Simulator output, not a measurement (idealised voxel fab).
Process module name: voxel tone inversion
cross-section cut | 260 nm wide | cells 5 nm
How to read a cross-section here: the picture is a grid of square cells, written as bands going from the top down, and any band can span one or more rows of cells. Top, bottom (nm), then materials left to right with widths (nm); lone material tagged "all across" fills the whole band edge to edge; "blank" = empty space. Height 0 is the level under which the wafer as received is all one material. The lowest band goes on downwards, as in "0 -> down". The two numbers in a width such as "30..40" mark its ends across the band: the first belongs to the top row of cells, the second to the bottom row, and from each row to the next the width moves by the same amount. "everything unchanged" after a step means that no cell of the cross-section changed. The label "Non-vented voids" introduces a list of the empty spaces, 8 cells or larger, that have no open way up to the top; each entry in it reads width x height at distance, where the distance is taken from the left edge and all three are stated in nm. It should be noted that, on the line of a given step, the content following the step's settings is a remark produced by the simulator itself with respect to that step. Each step line may optionally specify "overlay nm", which for a step with a mask gives the rightward distance between the mask's planned place and where it lay, a negative value indicating the leftward direction.

-- Process steps foreseen in the plan
1 RECEIVE | material Si
2 CONFORMAL_DEP | material SiCN | thk nm 10
3 DIRECTIONAL_DEP | material polySi | thk nm 25
4 PATTERN | tone cover | mask id POSTS | material resist | width nm 20 | pitch nm 45 | thk nm 30 | overlay nm 0
5 DIRECTIONAL_ETCH | etch materials polySi | depth nm 25
6 STRIP | etch materials resist
7 FILL_DEP | material lowk | thk nm 10
8 CMP | height nm 35
9 STRIP | etch materials polySi

-- Cross-section of the wafer as it came to us, i.e., already through step 1
0 -> down  Si all across
Non-vented voids: none

-- Cross-sectional result after module completion. Note: starting condition and plan are unchanged from above; one processing mistake was made
35 -> 10  lowk: 45 / blank: 20 / lowk: 25 / blank: 20 / lowk: 25 / blank: 20 / lowk: 25 / blank: 20 / lowk: 60
10 -> 0  SiCN all across
0 -> down  Si all across
Non-vented voids: none
Processing error: step 4 was not run as planned; what actually ran was PATTERN | tone cover | mask id POSTS | material resist | width nm 20 | pitch nm 45 | thk nm 30 | overlay nm -5
